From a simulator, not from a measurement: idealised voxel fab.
process module | voxel wiring stack
cross-section cut | 270 nm wide | cells 5 nm
A cross-section is a grid of square cells, given in bands from the top down. A band is one or more rows of cells.
Each band's line starts with the height of the band's top and of its bottom, in nm. Then come its materials from left to right, each with its width in nm. One material with "throughout" fills the band from edge to edge. "air" is empty space.
Height 0 is the level under which the wafer as received is all one material. The lowest band goes on downwards, as in "0 down".
A width such as "30 to 40" changes by the same amount from each row of cells to the next, from the band's top row to its bottom row.
"no change" after a step means that no cell of the cross-section changed.
closed voids: empty space of 8 cells or more with no open way to the top, each as width x height at its distance from the left edge, in nm
after a step's settings: what the simulator itself notes on the step
overlay nm, on a step with a mask: how far to the right of its planned place the mask lay; to the left if negative
plan
1 op RECEIVE | material Si
2 op CONFORMAL_DEP | material SiO2 | thk nm 15
3 op CONFORMAL_DEP | material SiCN | thk nm 5
4 op DIRECTIONAL_DEP | material SiO2 | thk nm 20
5 op PATTERN | tone open | mask id METAL_1 | material resist | width nm 25 | pitch nm 45 | thk nm 20 | overlay nm 0
6 op DIRECTIONAL_ETCH | etch materials SiO2 | depth nm 20
7 op DIRECTIONAL_ETCH | etch materials SiCN | depth nm 5
8 op STRIP | etch materials resist
9 op CONFORMAL_DEP | material TiN | thk nm 5
10 op FILL_DEP | material Ru | thk nm 5
11 op CMP | height nm 40
12 op CONFORMAL_DEP | material SiCN | thk nm 5
13 op DIRECTIONAL_DEP | material SiO2 | thk nm 10
14 op PATTERN | tone open | mask id PLUG_1 | material resist | width nm 15 | pitch nm 45 | thk nm 20 | overlay nm 0
15 op DIRECTIONAL_ETCH | etch materials SiO2 | depth nm 10
16 op DIRECTIONAL_ETCH | etch materials SiCN | depth nm 5
17 op STRIP | etch materials resist
18 op EPI | material Ru | thk nm 10
19 op EPI | material Ru | thk nm 5
20 op CONFORMAL_DEP | material SiN | thk nm 5
21 op DIRECTIONAL_DEP | material lowk | thk nm 20
22 op PATTERN | tone open | mask id METAL_2 | material resist | width nm 25 | pitch nm 45 | thk nm 20 | overlay nm 0
23 op DIRECTIONAL_ETCH | etch materials lowk | depth nm 20
24 op DIRECTIONAL_ETCH | etch materials SiN | depth nm 5
25 op STRIP | etch materials resist
26 op CONFORMAL_DEP | material TiN | thk nm 5
27 op FILL_DEP | material Cu | thk nm 5
28 op CMP | height nm 80
29 op CONFORMAL_DEP | material SiCN | thk nm 5
30 op DIRECTIONAL_DEP | material lowk | thk nm 30
31 op MASKED_ETCH | tone open | mask id METAL_3_HOLES | width nm 15 | pitch nm 90 | etch materials lowk | depth nm 30 | overlay nm 0
32 op DIRECTIONAL_DEP | material aC | thk nm 10
33 op PATTERN | tone open | mask id METAL_3 | material resist | width nm 25 | pitch nm 45 | thk nm 25 | overlay nm 0
34 op DIRECTIONAL_ETCH | etch materials aC | depth nm 10
35 op STRIP | etch materials resist
36 op DIRECTIONAL_ETCH | etch materials lowk | depth nm 15
37 op DIRECTIONAL_ETCH | etch materials SiCN | depth nm 5
38 op STRIP | etch materials aC
39 op CONFORMAL_DEP | material TiN | thk nm 5
40 op FILL_DEP | material Cu | thk nm 10
41 op CMP | height nm 115
42 op CONFORMAL_DEP | material SiN | thk nm 5
as received, after step 1
  0 down: Si throughout
  closed voids: none
a wafer at the end: this start, this plan, one mistake
  135 to 130: SiN throughout
  130 to 120: Cu throughout
  120 to 115: TiN 60 | Cu 15 | TiN 30 | Cu 15 | TiN 30 | Cu 15 | TiN 30 | Cu 15 | TiN 60
  115 to 105: lowk 55 | TiN 5 | Cu 15 | TiN 5 | lowk 20 | TiN 5 | Cu 15 | TiN 5 | lowk 20 | TiN 5 | Cu 15 | TiN 5 | lowk 20 | TiN 5 | Cu 15 | TiN 5 | lowk 55
  105 to 100: lowk 55 | TiN 5 | Cu 5 | TiN 15 | lowk 20 | TiN 25 | lowk 20 | TiN 5 | Cu 5 | TiN 15 | lowk 20 | TiN 25 | lowk 55
  100 to 85: lowk 55 | TiN 5 | Cu 5 | TiN 5 | lowk 75 | TiN 5 | Cu 5 | TiN 5 | lowk 110
  85 to 80: SiCN 55 | TiN 15 | SiCN 75 | TiN 15 | SiCN 110
  80 to 60: lowk 55 | TiN 5 | Cu 15 | TiN 5 | lowk 20 | TiN 5 | Cu 15 | TiN 5 | lowk 20 | TiN 5 | Cu 15 | TiN 5 | lowk 20 | TiN 5 | Cu 15 | TiN 5 | lowk 55
  60 to 55: SiN 55 | TiN 25 | SiN 20 | TiN 25 | SiN 20 | TiN 25 | SiN 20 | TiN 25 | SiN 55
  55 to 45: SiO2 55 | Ru 15 | SiO2 30 | Ru 15 | SiO2 30 | Ru 15 | SiO2 30 | Ru 15 | SiO2 65
  45 to 40: SiCN 55 | Ru 15 | SiCN 30 | Ru 15 | SiCN 30 | Ru 15 | SiCN 30 | Ru 15 | SiCN 65
  40 to 20: SiO2 55 | TiN 5 | Ru 15 | TiN 5 | SiO2 20 | TiN 5 | Ru 15 | TiN 5 | SiO2 20 | TiN 5 | Ru 15 | TiN 5 | SiO2 20 | TiN 5 | Ru 15 | TiN 5 | SiO2 55
  20 to 15: SiCN 55 | TiN 25 | SiCN 20 | TiN 25 | SiCN 20 | TiN 25 | SiCN 20 | TiN 25 | SiCN 55
  15 to 0: SiO2 throughout
  0 down: Si throughout
  closed voids: none
what went wrong: step 41 was left out
